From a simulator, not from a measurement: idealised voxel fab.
Documented hereafter: the process module known as voxel self aligned contacts.
FYI the section here is cut, 160 nm wide, cells are 5 nm squares.
Notation: cross-section as square-cell grid; stated in bands, top first, going down; one or more cell rows per band.
Basically the band line says how high the top is and how high the bottom is, in nm, and then what's in it from left to right, every material with its width in nm. Empty space shows up as "empty", and if a single material carries "all across" it runs the full band edge to edge.
Heads up on the height convention: 0 is the point under which the incoming wafer is all one material, and the lowest band has no bottom, it just keeps going down, like "0 -> down".
Quick explanation for "30->40": the width changes in equal steps down the rows of cells, from the first number in the band's top row to the second number in its bottom row.
Step marked "changes: none"? Then no cell in the cross-section changed in it.
Empty spaces without an open route to the top, at least 8 cells in extent, make up the entry "Voids, fully enclosed"; each is given as width x height at distance, where the distance is measured from the left edge, and all are in nm.
On a step's line, text after the settings is the simulator commenting on that step.
When a step includes a mask, the "overlay nm" setting on its line states how far to the right of its planned place that mask lay, and negative values state how far to the left.

THE STEPS PLANNED FOR THE PROCESS ARE AS FOLLOWS
- 1: RECEIVE with material Si
- 2: OXIDIZE with depth nm 5
- 3: DIRECTIONAL_DEP with material polySi, thk nm 30
- 4: DIRECTIONAL_DEP with material SiN, thk nm 25
- 5: PATTERN with tone cover, mask id GATE, material resist, width nm 35, pitch nm 70, thk nm 20, overlay nm 0
- 6: DIRECTIONAL_ETCH with etch materials SiN, depth nm 25
- 7: DIRECTIONAL_ETCH with etch materials polySi, depth nm 30
- 8: STRIP with etch materials resist
- 9: CONFORMAL_DEP with material SiN, thk nm 10
- 10: DIRECTIONAL_ETCH with etch materials SiN, depth nm 10
- 11: FILL_DEP with material SiO2, thk nm 15
- 12: CMP with height nm 65
- 13: DIRECTIONAL_DEP with material aC, thk nm 15
- 14: PATTERN with tone open, mask id CONTACT, material resist, width nm 35, thk nm 35, overlay nm 0
- 15: DIRECTIONAL_ETCH with etch materials aC, depth nm 15
- 16: STRIP with etch materials resist
- 17: DIRECTIONAL_ETCH with etch materials SiO2, depth nm 70
- 18: STRIP with etch materials aC
- 19: CONFORMAL_DEP with material TiN, thk nm 5
- 20: FILL_DEP with material W, thk nm 10
- 21: CMP with height nm 65
- 22: CONFORMAL_DEP with material SiN, thk nm 5
Every wafer here starts from the same state; it is the step 14 width nm that distinguishes them, and the value the plan gives belongs to the first wafer.

AS-RECEIVED CROSS-SECTION, FIRST OF SEVERAL WAFERS, POST STEP 1
    0 -> down: Si all across
    Voids, fully enclosed: none

EACH ROW BELOW IS A WAFER AT THE END OF THE MODULE, LISTING FOR EVERY MATERIAL THE NUMBER OF CELLS IT HAS GAINED (+) OR LOST (-) SINCE IT WAS RECEIVED, FOLLOWED BY ITS CLOSED VOIDS
width nm 35 | -32 Si | +190 SiN | +156 SiO2 | +33 TiN | +17 W | +84 polySi | Voids, fully enclosed: none
width nm 40 | -32 Si | +190 SiN | +154 SiO2 | +34 TiN | +18 W | +84 polySi | Voids, fully enclosed: none
width nm 45 | -32 Si | +190 SiN | +152 SiO2 | +35 TiN | +19 W | +84 polySi | Voids, fully enclosed: none
width nm 50 | -32 Si | +190 SiN | +150 SiO2 | +36 TiN | +20 W | +84 polySi | Voids, fully enclosed: none
width nm 55 | -32 Si | +190 SiN | +148 SiO2 | +37 TiN | +21 W | +84 polySi | Voids, fully enclosed: none
width nm 60 | -32 Si | +190 SiN | +146 SiO2 | +38 TiN | +22 W | +84 polySi | Voids, fully enclosed: none
